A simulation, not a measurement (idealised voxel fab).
process module | voxel gate over fins
cross-section cut | 255 nm wide | cells 5 nm
A cross-section is a grid of square cells, given in bands from the top down. A band is one or more rows of cells.
Each band's line starts with the height of the band's top and of its bottom, in nm. Then come its materials from left to right, each with its width in nm. One material with "throughout" fills the band from edge to edge. "air" is empty space.
Height 0 is the level under which the wafer as received is all one material. The lowest band goes on downwards, as in "0 down".
A width such as "30 to 40" changes by the same amount from each row of cells to the next, from the band's top row to its bottom row.
"no change" after a step means that no cell of the cross-section changed.
closed voids: empty space of 8 cells or more with no open way to the top, each as width x height at its distance from the left edge, in nm
after a step's settings: what the simulator itself notes on the step
overlay nm, on a step with a mask: how far to the right of its planned place the mask lay; to the left if negative
plan
1 op RECEIVE | material Si
2 op CONFORMAL_DEP | material SiN | thk nm 10
3 op PATTERN | tone cover | mask id FINS | material resist | width nm 15 | pitch nm 35 | thk nm 15 | overlay nm 0
4 op DIRECTIONAL_ETCH | etch materials SiN | depth nm 10
5 op DIRECTIONAL_ETCH | etch materials Si | depth nm 30
6 op STRIP | etch materials resist
7 op FILL_DEP | material SiO2 | thk nm 5
8 op CMP | height nm 10
9 op SELECTIVE_ETCH | etch materials SiO2 | depth nm 25
10 op STRIP | etch materials SiN
11 op CONFORMAL_DEP | material HfO2 | thk nm 5
12 op CONFORMAL_DEP | material TiN | thk nm 5
13 op CONFORMAL_DEP | material TiAl | thk nm 5
14 op CONFORMAL_DEP | material TiN | thk nm 5
15 op FILL_DEP | material W | thk nm 15
16 op CMP | height nm 30
17 op CONFORMAL_DEP | material SiN | thk nm 10
varied across the wafers: thk nm of step 11. The plan shows the first wafer's value. All wafers start alike
first wafer as received, after step 1
  0 down: Si throughout
  closed voids: none
each wafer at the end: cells of each material gained (+) or lost (-) since it was received, then its closed voids
thk nm 5 | +75 HfO2 | -234 Si | +102 SiN | +117 SiO2 | +57 TiAl | +132 TiN | +159 W | closed voids: none
thk nm 10 | +150 HfO2 | -234 Si | +102 SiN | +117 SiO2 | +57 TiAl | +114 TiN | +102 W | closed voids: none
thk nm 15 | +207 HfO2 | -234 Si | +102 SiN | +117 SiO2 | +57 TiAl | +114 TiN | +45 W | closed voids: none
thk nm 20 | +264 HfO2 | -234 Si | +102 SiN | +117 SiO2 | +57 TiAl | +76 TiN | +26 W | closed voids: none
